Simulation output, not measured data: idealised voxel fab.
The following is a process module called voxel double patterning.
Cross-sectional view cut (width: 290 nm; square cell size: 5 nm).
A cross-section is a grid of square cells, given in bands from the top down. A band is one or more rows of cells.
Quick guide to a band line: top height, bottom height (nm) up front; then every material left to right with its width in nm. Only one material and it's marked "throughout"? Then it fills the band edge to edge. And "air" just means empty space.
Ref level 0: as-received wafer is one material below here. Bottom band extends down with no lower bound ("top 0, no bottom").
A two-number width, for instance "30..40", indicates that the width is equal to the first number in the top row of the band and to the second number in the bottom row, and that it changes by a constant amount per row of cells.
A step reported as "same as before" is a step in which no cell of the cross-section changed.
Closed empty spaces (no open way to the top) of 8 cells or more are what "Closed voids list" lists, each as width x height at distance from the left edge, nm for all three.
Step line, after settings: the simulator's comment on this step.
overlay nm: mask offset rightward from planned place, masked step; negative means leftward offset.

**Here's what the planned process steps look like**
| 1 | RECEIVE [material Si] |
| 2 | CONFORMAL_DEP [material SiO2] [thk nm 5] |
| 3 | DIRECTIONAL_DEP [material TiN] [thk nm 10] |
| 4 | DIRECTIONAL_DEP [material SiCN] [thk nm 5] |
| 5 | MASKED_ETCH [tone open] [mask id FIRST] [width nm 15] [pitch nm 50] [etch materials SiCN] [depth nm 5] [overlay nm 0] |
| 6 | MASKED_ETCH [tone open] [mask id SECOND] [width nm 15] [pitch nm 50] [etch materials SiCN] [depth nm 5] [overlay nm 0] |
| 7 | DIRECTIONAL_ETCH [etch materials TiN] [depth nm 10] |
| 8 | STRIP [etch materials SiCN] |

**Cross-section of the wafer upon arrival, representing the state reached after step 1**
top 0, no bottom: Si throughout
Closed voids list: none

**Same starting wafer, same plan as above, one mistake in the execution; this is the cross-section at the end of the module**
top 15, bottom 5: 95 of TiN  30 of air  20 of TiN  30 of air  20 of TiN  15 of air  80 of TiN
top 5, bottom 0: SiO2 throughout
top 0, no bottom: Si throughout
Closed voids list: none
what went wrong: not per plan at step 5, really ran MASKED_ETCH [tone open] [mask id FIRST] [width nm 15] [pitch nm 50] [etch materials SiCN] [depth nm 5] [overlay nm 10]
